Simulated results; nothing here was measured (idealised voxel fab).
Process module heading - voxel self aligned vias
Displayed cross-section: cut, width of 175 nm, square cells sized 5 nm.
Cross-section spec: square-cell grid; bands listed top down; each band is one or more rows.
For a band, the entry starts with two heights in nm, that of the top and then that of the bottom, and carries on with the band's materials in order from left to right, each alongside its width in nm; the word "throughout" beside a single material means it fills the band edge to edge, and "air" means empty space.
Height reference: 0 = level under which incoming wafer is all one material. Lowest band: no bottom, runs on downward, e.g. "from 0 down".
It should be noted that a width expressed as "30 to 40" varies in equal increments from row to row of cells within the band, taking the value of the first number at the top row and that of the second number at the bottom row.
When a step is marked "no alterations made", none of the cells in the cross-section changed during that step.
In "Unvented cavities" the enclosed voids are listed, meaning empty spaces of 8 cells or larger without any opening to the top. The form is width x height at distance, distance from the left edge, units nm.
If you see something after the settings on a step's line, that's the simulator's own remark about that step.
For masked steps, "overlay nm" on the step line gives how far right of plan the mask actually lay; a minus sign means it lay to the left.

### The steps planned for the process are as follows
| 1 | op RECEIVE | material Si |
| 2 | op CONFORMAL_DEP | material SiO2 | thk nm 10 |
| 3 | op CONFORMAL_DEP | material SiCN | thk nm 5 |
| 4 | op DIRECTIONAL_DEP | material lowk | thk nm 25 |
| 5 | op MASKED_ETCH | tone open | mask id LINES | width nm 30 | pitch nm 75 | etch materials lowk | depth nm 25 | overlay nm 0 |
| 6 | op CONFORMAL_DEP | material TiN | thk nm 5 |
| 7 | op FILL_DEP | material Ru | thk nm 10 |
| 8 | op CMP | height nm 40 |
| 9 | op SELECTIVE_ETCH | etch materials W Ru TiN | depth nm 10 |
| 10 | op FILL_DEP | material SiN | thk nm 10 |
| 11 | op CMP | height nm 40 |
| 12 | op DIRECTIONAL_DEP | material lowk | thk nm 20 |
| 13 | op MASKED_ETCH | tone open | mask id VIAS | width nm 50 | etch materials lowk | depth nm 20 | overlay nm 0 |
| 14 | op MASKED_ETCH | tone open | mask id VIAS | width nm 50 | etch materials SiN | depth nm 10 | overlay nm 0 |
| 15 | op CONFORMAL_DEP | material TiN | thk nm 5 |
| 16 | op FILL_DEP | material Cu | thk nm 5 |
| 17 | op CMP | height nm 50 |
| 18 | op CONFORMAL_DEP | material SiN | thk nm 5 |
Split variable: height nm, step 17. Plan value = first wafer. Wafers start alike.

### Incoming state of the first of several wafers in cross-section: after step 1
  from 0 down  Si throughout
  Unvented cavities: none

### Here's the first of several wafers in cross-section, end of the module, after the last step, step 18
  from 55 to 50  SiN throughout
  from 50 to 40  25 nm lowk  5 to 15 nm TiN  40 to 20 nm Cu  5 to 15 nm TiN  100 nm lowk
  from 40 to 35  35 nm lowk  5 nm TiN  20 nm Cu  5 nm TiN  45 nm lowk  30 nm SiN  35 nm lowk
  from 35 to 30  35 nm lowk  30 nm TiN  45 nm lowk  30 nm SiN  35 nm lowk
  from 30 to 20  35 nm lowk  5 nm TiN  20 nm Ru  5 nm TiN  45 nm lowk  5 nm TiN  20 nm Ru  5 nm TiN  35 nm lowk
  from 20 to 15  35 nm lowk  30 nm TiN  45 nm lowk  30 nm TiN  35 nm lowk
  from 15 to 10  SiCN throughout
  from 10 to 0  SiO2 throughout
  from 0 down  Si throughout
  Unvented cavities: none

### Cross-section at module completion, last wafer
  from 75 to 70  SiN throughout
  from 70 to 65  Cu throughout
  from 65 to 60  30 nm TiN  40 nm Cu  105 nm TiN
  from 60 to 45  25 nm lowk  5 nm TiN  40 nm Cu  5 nm TiN  100 nm lowk
  from 45 to 40  25 nm lowk  15 nm TiN  20 nm Cu  15 nm TiN  100 nm lowk
  from 40 to 35  35 nm lowk  5 nm TiN  20 nm Cu  5 nm TiN  45 nm lowk  30 nm SiN  35 nm lowk
  from 35 to 30  35 nm lowk  30 nm TiN  45 nm lowk  30 nm SiN  35 nm lowk
  from 30 to 20  35 nm lowk  5 nm TiN  20 nm Ru  5 nm TiN  45 nm lowk  5 nm TiN  20 nm Ru  5 nm TiN  35 nm lowk
  from 20 to 15  35 nm lowk  30 nm TiN  45 nm lowk  30 nm TiN  35 nm lowk
  from 15 to 10  SiCN throughout
  from 10 to 0  SiO2 throughout
  from 0 down  Si throughout
  Unvented cavities: none

### The rows of the table below are wafers. Looking at the end of the module, a row counts, for every material, the cells the wafer has gained, shown as (+), or lost, shown as (-), since it was received; its closed voids come next
height nm 50, +16 Cu, +16 Ru, +35 SiCN, +47 SiN, +70 SiO2, +36 TiN, +165 lowk, Unvented cavities: none
height nm 55, +24 Cu, +16 Ru, +35 SiCN, +47 SiN, +70 SiO2, +38 TiN, +190 lowk, Unvented cavities: none
height nm 60, +32 Cu, +16 Ru, +35 SiCN, +47 SiN, +70 SiO2, +40 TiN, +215 lowk, Unvented cavities: none
height nm 65, +40 Cu, +16 Ru, +35 SiCN, +47 SiN, +70 SiO2, +67 TiN, +215 lowk, Unvented cavities: none
height nm 70, +75 Cu, +16 Ru, +35 SiCN, +47 SiN, +70 SiO2, +67 TiN, +215 lowk, Unvented cavities: none
